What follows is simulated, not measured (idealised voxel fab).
The following is a process module called voxel gate over fins.
Square cell edge 5 nm, section width 220 nm, ID cut.
Cross-section spec: square-cell grid; bands listed top down; each band is one or more rows.
First you get the band's top height and its bottom height, in nm, and then the materials it's made of, left to right, with each width in nm. If you see a single material with "edge to edge", that one covers the band edge to edge. "empty" is empty space.
Height reference: 0 = level under which incoming wafer is all one material. Lowest band: no bottom, runs on downward, e.g. "0 nm and below".
A two-number width, for instance "30->40", indicates that the width is equal to the first number in the top row of the band and to the second number in the bottom row, and that it changes by a constant amount per row of cells.
What does "nothing changed" mean for a step? It means no cell of the cross-section changed in that step.
Entry "Voids, fully enclosed" = empty spaces >= 8 cells with no open way to the top; each as width x height at distance, distance from left edge, all nm.
On each step's line, the part that comes after the settings is the simulator's own comment on the step.
"overlay nm", when on a step's line for a step with a mask, measures how far to the right of its planned place the mask lay; a negative measure means to the left.
Guide to the pairs. Each holds a before and an after cross-section around one process step; the after cross-section is cut off at the lowest band that changed. Look under the pair for the step between them and its settings. Pairs can come from different runs of this module on the same starting wafer, so a pair follows on from the one above it only where its entry headed "Prior to processing" says it does.
### Prior to processing
	10 nm to 0 nm: 70 nm empty | 5 nm TiN | 5 nm empty | 5 nm TiN | 135 nm empty
	0 nm to -10 nm: 45 nm empty | 15 nm Si | 10 nm empty | 5 nm TiN | 5 nm empty | 5 nm TiN | 15 nm empty | 15 nm Si | 40 nm empty | 15 nm Si | 50 nm empty
	-10 nm to -20 nm: 45 nm SiO2 | 15 nm Si | 10 nm SiO2 | 5 nm TiN | 5 nm SiO2 | 5 nm TiN | 15 nm SiO2 | 15 nm Si | 40 nm SiO2 | 15 nm Si | 50 nm SiO2
	-20 nm to -25 nm: 45 nm SiO2 | 15 nm Si | 10 nm SiO2 | 15 nm TiN | 15 nm SiO2 | 15 nm Si | 40 nm SiO2 | 15 nm Si | 50 nm SiO2
	-25 nm to -30 nm: 45 nm SiO2 | 15 nm Si | 40 nm SiO2 | 15 nm Si | 40 nm SiO2 | 15 nm Si | 50 nm SiO2
	-30 nm and below: Si edge to edge
	Voids, fully enclosed: none
### Cross-Section After Step
	15 nm to 10 nm: 65 nm empty | 25 nm HfO2 | 130 nm empty
	10 nm to 5 nm: 65 nm empty | 5 nm HfO2 | 5 nm TiN | 5 nm HfO2 | 5 nm TiN | 5 nm HfO2 | 130 nm empty
	5 nm to 0 nm: 40 nm empty | 30 nm HfO2 | 5 nm TiN | 5 nm HfO2 | 5 nm TiN | 5 nm HfO2 | 5 nm empty | 25 nm HfO2 | 30 nm empty | 25 nm HfO2 | 45 nm empty
	0 nm to -5 nm: 40 nm empty | 5 nm HfO2 | 15 nm Si | 10 nm HfO2 | 5 nm TiN | 5 nm HfO2 | 5 nm TiN | 5 nm HfO2 | 5 nm empty | 5 nm HfO2 | 15 nm Si | 5 nm HfO2 | 30 nm empty | 5 nm HfO2 | 15 nm Si | 5 nm HfO2 | 45 nm empty
	-5 nm to -10 nm: 45 nm HfO2 | 15 nm Si | 10 nm HfO2 | 5 nm TiN | 5 nm HfO2 | 5 nm TiN | 15 nm HfO2 | 15 nm Si | 40 nm HfO2 | 15 nm Si | 50 nm HfO2
	Unchanged below -10.
	Voids, fully enclosed: none
Between before and after above, the operation and settings are CONFORMAL_DEP | material HfO2 | thk nm 5
Prior to processing: It is represented by the cross-section appearing after the step of the pair directly above.
### Cross-Section After Step
	20 nm to 15 nm: 60 nm empty | 35 nm TiN | 125 nm empty
	15 nm to 10 nm: 60 nm empty | 5 nm TiN | 25 nm HfO2 | 5 nm TiN | 125 nm empty
	10 nm to 5 nm: 35 nm empty | 30 nm TiN | 5 nm HfO2 | 5 nm TiN | 5 nm HfO2 | 5 nm TiN | 5 nm HfO2 | 35 nm TiN | 20 nm empty | 35 nm TiN | 40 nm empty
	5 nm to 0 nm: 35 nm empty | 5 nm TiN | 30 nm HfO2 | 5 nm TiN | 5 nm HfO2 | 5 nm TiN | 5 nm HfO2 | 5 nm TiN | 25 nm HfO2 | 5 nm TiN | 20 nm empty | 5 nm TiN | 25 nm HfO2 | 5 nm TiN | 40 nm empty
	0 nm to -5 nm: 40 nm TiN | 5 nm HfO2 | 15 nm Si | 10 nm HfO2 | 5 nm TiN | 5 nm HfO2 | 5 nm TiN | 5 nm HfO2 | 5 nm TiN | 5 nm HfO2 | 15 nm Si | 5 nm HfO2 | 30 nm TiN | 5 nm HfO2 | 15 nm Si | 5 nm HfO2 | 45 nm TiN
	Unchanged below -5.
	Voids, fully enclosed: none
Between before and after above, the operation and settings are CONFORMAL_DEP | material TiN | thk nm 5
Prior to processing: It is represented by the cross-section appearing after the step of the pair directly above.
### Cross-Section After Step
	35 nm to 20 nm: W edge to edge
	20 nm to 15 nm: 60 nm W | 35 nm TiN | 125 nm W
	15 nm to 10 nm: 60 nm W | 5 nm TiN | 25 nm HfO2 | 5 nm TiN | 125 nm W
	10 nm to 5 nm: 35 nm W | 30 nm TiN | 5 nm HfO2 | 5 nm TiN | 5 nm HfO2 | 5 nm TiN | 5 nm HfO2 | 35 nm TiN | 20 nm W | 35 nm TiN | 40 nm W
	5 nm to 0 nm: 35 nm W | 5 nm TiN | 30 nm HfO2 | 5 nm TiN | 5 nm HfO2 | 5 nm TiN | 5 nm HfO2 | 5 nm TiN | 25 nm HfO2 | 5 nm TiN | 20 nm W | 5 nm TiN | 25 nm HfO2 | 5 nm TiN | 40 nm W
	Unchanged below 0.
	Voids, fully enclosed: none
Between before and after above, the operation and settings are FILL_DEP | material W | thk nm 15
Prior to processing: It is represented by the cross-section appearing after the step of the pair directly above.
### Cross-Section After Step
	20 nm to 15 nm: 60 nm W | 35 nm TiN | 125 nm W
	Unchanged below 15.
	Voids, fully enclosed: none
Between before and after above, the operation and settings are CMP | height nm 20
Prior to processing: It is represented by the cross-section appearing after the step of the pair directly above.
### Cross-Section After Step
	30 nm to 20 nm: SiCN edge to edge
	Unchanged below 20.
	Voids, fully enclosed: none
Between before and after above, the operation and settings are CONFORMAL_DEP | material SiCN | thk nm 10
### Prior to processing
	10 nm to 0 nm: 45 nm SiO2 | 15 nm SiN | 40 nm SiO2 | 15 nm SiN | 40 nm SiO2 | 15 nm SiN | 50 nm SiO2
	0 nm to -30 nm: 45 nm SiO2 | 15 nm Si | 40 nm SiO2 | 15 nm Si | 40 nm SiO2 | 15 nm Si | 50 nm SiO2
	-30 nm and below: Si edge to edge
	Voids, fully enclosed: none
### Cross-Section After Step
	30 nm to 10 nm: 70 nm empty | 15 nm resist | 135 nm empty
	Unchanged below 10.
	Voids, fully enclosed: none
Between before and after above, the operation and settings are PATTERN | tone cover | mask id RAIL | material resist | width nm 15 | thk nm 20 | overlay nm 0
Prior to processing: It is represented by the cross-section appearing after the step of the pair directly above.
### Cross-Section After Step
	30 nm to 10 nm: 70 nm empty | 15 nm resist | 135 nm empty
	10 nm to 0 nm: 45 nm empty | 15 nm SiN | 10 nm empty | 15 nm SiO2 | 15 nm empty | 15 nm SiN | 40 nm empty | 15 nm SiN | 50 nm empty
	0 nm to -25 nm: 45 nm empty | 15 nm Si | 10 nm empty | 15 nm SiO2 | 15 nm empty | 15 nm Si | 40 nm empty | 15 nm Si | 50 nm empty
	Unchanged below -25.
	Voids, fully enclosed: none
Between before and after above, the operation and settings are DIRECTIONAL_ETCH | etch materials SiO2 | depth nm 35
Prior to processing: It is represented by the cross-section appearing after the step of the pair directly above.
### Cross-Section After Step
	10 nm to 0 nm: 45 nm empty | 15 nm SiN | 10 nm empty | 15 nm SiO2 | 15 nm empty | 15 nm SiN | 40 nm empty | 15 nm SiN | 50 nm empty
	Unchanged below 0.
	Voids, fully enclosed: none
Between before and after above, the operation and settings are STRIP | etch materials resist
Prior to processing: It is represented by the cross-section appearing after the step of the pair directly above.
### Cross-Section After Step
	15 nm to 10 nm: 40 nm empty | 50 nm TiN | 5 nm empty | 25 nm TiN | 30 nm empty | 25 nm TiN | 45 nm empty
	10 nm to 0 nm: 40 nm empty | 5 nm TiN | 15 nm SiN | 10 nm TiN | 15 nm SiO2 | 5 nm TiN | 5 nm empty | 5 nm TiN | 15 nm SiN | 5 nm TiN | 30 nm empty | 5 nm TiN | 15 nm SiN | 5 nm TiN | 45 nm empty
	0 nm to -20 nm: 40 nm empty | 5 nm TiN | 15 nm Si | 10 nm TiN | 15 nm SiO2 | 5 nm TiN | 5 nm empty | 5 nm TiN | 15 nm Si | 5 nm TiN | 30 nm empty | 5 nm TiN | 15 nm Si | 5 nm TiN | 45 nm empty
	-20 nm to -25 nm: 45 nm TiN | 15 nm Si | 10 nm TiN | 15 nm SiO2 | 15 nm TiN | 15 nm Si | 40 nm TiN | 15 nm Si | 50 nm TiN
	Unchanged below -25.
	Voids, fully enclosed: none
Between before and after above, the operation and settings are CONFORMAL_DEP | material TiN | thk nm 5
Prior to processing: It is represented by the cross-section appearing after the step of the pair directly above.
### Cross-Section After Step
	20 nm to 15 nm: W edge to edge
	15 nm to 10 nm: 40 nm W | 50 nm TiN | 5 nm W | 25 nm TiN | 30 nm W | 25 nm TiN | 45 nm W
	10 nm to 0 nm: 40 nm W | 5 nm TiN | 15 nm SiN | 10 nm TiN | 15 nm SiO2 | 5 nm TiN | 5 nm W | 5 nm TiN | 15 nm SiN | 5 nm TiN | 30 nm W | 5 nm TiN | 15 nm SiN | 5 nm TiN | 45 nm W
	0 nm to -20 nm: 40 nm W | 5 nm TiN | 15 nm Si | 10 nm TiN | 15 nm SiO2 | 5 nm TiN | 5 nm W | 5 nm TiN | 15 nm Si | 5 nm TiN | 30 nm W | 5 nm TiN | 15 nm Si | 5 nm TiN | 45 nm W
	Unchanged below -20.
	Voids, fully enclosed: none
Between before and after above, the operation and settings are FILL_DEP | material W | thk nm 5
Prior to processing: It is represented by the cross-section appearing after the step of the pair directly above.
### Cross-Section After Step
	10 nm to 0 nm: 40 nm W | 5 nm TiN | 15 nm SiN | 10 nm TiN | 15 nm SiO2 | 5 nm TiN | 5 nm W | 5 nm TiN | 15 nm SiN | 5 nm TiN | 30 nm W | 5 nm TiN | 15 nm SiN | 5 nm TiN | 45 nm W
	Unchanged below 0.
	Voids, fully enclosed: none
Between before and after above, the operation and settings are CMP | height nm 10
Prior to processing: It is represented by the cross-section appearing after the step of the pair directly above.
### Cross-Section After Step
	10 nm to 0 nm: 45 nm empty | 15 nm SiN | 10 nm empty | 15 nm SiO2 | 15 nm empty | 15 nm SiN | 40 nm empty | 15 nm SiN | 50 nm empty
	0 nm to -20 nm: 45 nm empty | 15 nm Si | 10 nm empty | 15 nm SiO2 | 15 nm empty | 15 nm Si | 40 nm empty | 15 nm Si | 50 nm empty
	Unchanged below -20.
	Voids, fully enclosed: none
Between before and after above, the operation and settings are SELECTIVE_ETCH | etch materials W Ru TiN | depth nm 30
Prior to processing: It is represented by the cross-section appearing after the step of the pair directly above.
### Cross-Section After Step
	15 nm to 10 nm: SiO2 edge to edge
	10 nm to 0 nm: 45 nm SiO2 | 15 nm SiN | 40 nm SiO2 | 15 nm SiN | 40 nm SiO2 | 15 nm SiN | 50 nm SiO2
	0 nm to -20 nm: 45 nm SiO2 | 15 nm Si | 40 nm SiO2 | 15 nm Si | 40 nm SiO2 | 15 nm Si | 50 nm SiO2
	Unchanged below -20.
	Voids, fully enclosed: none
Between before and after above, the operation and settings are FILL_DEP | material SiO2 | thk nm 5
Prior to processing: It is represented by the cross-section appearing after the step of the pair directly above.
### Cross-Section After Step
	10 nm to 0 nm: 45 nm SiO2 | 15 nm SiN | 40 nm SiO2 | 15 nm SiN | 40 nm SiO2 | 15 nm SiN | 50 nm SiO2
	Unchanged below 0.
	Voids, fully enclosed: none
Between before and after above, the operation and settings are CMP | height nm 10
Prior to processing: It is represented by the cross-section appearing after the step of the pair directly above.
### Cross-Section After Step
	10 nm to 0 nm: 45 nm empty | 15 nm SiN | 40 nm empty | 15 nm SiN | 40 nm empty | 15 nm SiN | 50 nm empty
	0 nm to -10 nm: 45 nm empty | 15 nm Si | 40 nm empty | 15 nm Si | 40 nm empty | 15 nm Si | 50 nm empty
	Unchanged below -10.
	Voids, fully enclosed: none
Between before and after above, the operation and settings are SELECTIVE_ETCH | etch materials SiO2 | depth nm 20
Prior to processing: It is represented by the cross-section appearing after the step of the pair directly above.
### Cross-Section After Step
	0 nm to -10 nm: 45 nm empty | 15 nm Si | 40 nm empty | 15 nm Si | 40 nm empty | 15 nm Si | 50 nm empty
	Unchanged below -10.
	Voids, fully enclosed: none
Between before and after above, the operation and settings are STRIP | etch materials SiN
Prior to processing: It is represented by the cross-section appearing after the step of the pair directly above.
### Cross-Section After Step
	5 nm to 0 nm: 40 nm empty | 25 nm HfO2 | 30 nm empty | 25 nm HfO2 | 30 nm empty | 25 nm HfO2 | 45 nm empty
	0 nm to -5 nm: 40 nm empty | 5 nm HfO2 | 15 nm Si | 5 nm HfO2 | 30 nm empty | 5 nm HfO2 | 15 nm Si | 5 nm HfO2 | 30 nm empty | 5 nm HfO2 | 15 nm Si | 5 nm HfO2 | 45 nm empty
	-5 nm to -10 nm: 45 nm HfO2 | 15 nm Si | 40 nm HfO2 | 15 nm Si | 40 nm HfO2 | 15 nm Si | 50 nm HfO2
	Unchanged below -10.
	Voids, fully enclosed: none
Between before and after above, the operation and settings are CONFORMAL_DEP | material HfO2 | thk nm 5
Prior to processing: It is represented by the cross-section appearing after the step of the pair directly above.
### Cross-Section After Step
	10 nm to 5 nm: 35 nm empty | 35 nm TiN | 20 nm empty | 35 nm TiN | 20 nm empty | 35 nm TiN | 40 nm empty
	5 nm to 0 nm: 35 nm empty | 5 nm TiN | 25 nm HfO2 | 5 nm TiN | 20 nm empty | 5 nm TiN | 25 nm HfO2 | 5 nm TiN | 20 nm empty | 5 nm TiN | 25 nm HfO2 | 5 nm TiN | 40 nm empty
	0 nm to -5 nm: 40 nm TiN | 5 nm HfO2 | 15 nm Si | 5 nm HfO2 | 30 nm TiN | 5 nm HfO2 | 15 nm Si | 5 nm HfO2 | 30 nm TiN | 5 nm HfO2 | 15 nm Si | 5 nm HfO2 | 45 nm TiN
	Unchanged below -5.
	Voids, fully enclosed: none
Between before and after above, the operation and settings are CONFORMAL_DEP | material TiN | thk nm 5
Prior to processing: It is represented by the cross-section appearing after the step of the pair directly above.
### Cross-Section After Step
	25 nm to 10 nm: W edge to edge
	10 nm to 5 nm: 35 nm W | 35 nm TiN | 20 nm W | 35 nm TiN | 20 nm W | 35 nm TiN | 40 nm W
	5 nm to 0 nm: 35 nm W | 5 nm TiN | 25 nm HfO2 | 5 nm TiN | 20 nm W | 5 nm TiN | 25 nm HfO2 | 5 nm TiN | 20 nm W | 5 nm TiN | 25 nm HfO2 | 5 nm TiN | 40 nm W
	Unchanged below 0.
	Voids, fully enclosed: none
Between before and after above, the operation and settings are FILL_DEP | material W | thk nm 15
Prior to processing: It is represented by the cross-section appearing after the step of the pair directly above.
### Cross-Section After Step
	20 nm to 10 nm: W edge to edge
	Unchanged below 10.
	Voids, fully enclosed: none
Between before and after above, the operation and settings are CMP | height nm 20
Prior to processing: It is represented by the cross-section appearing after the step of the pair directly above.
### Cross-Section After Step
	30 nm to 20 nm: SiCN edge to edge
	Unchanged below 20.
	Voids, fully enclosed: none
Between before and after above, the operation and settings are CONFORMAL_DEP | material SiCN | thk nm 10
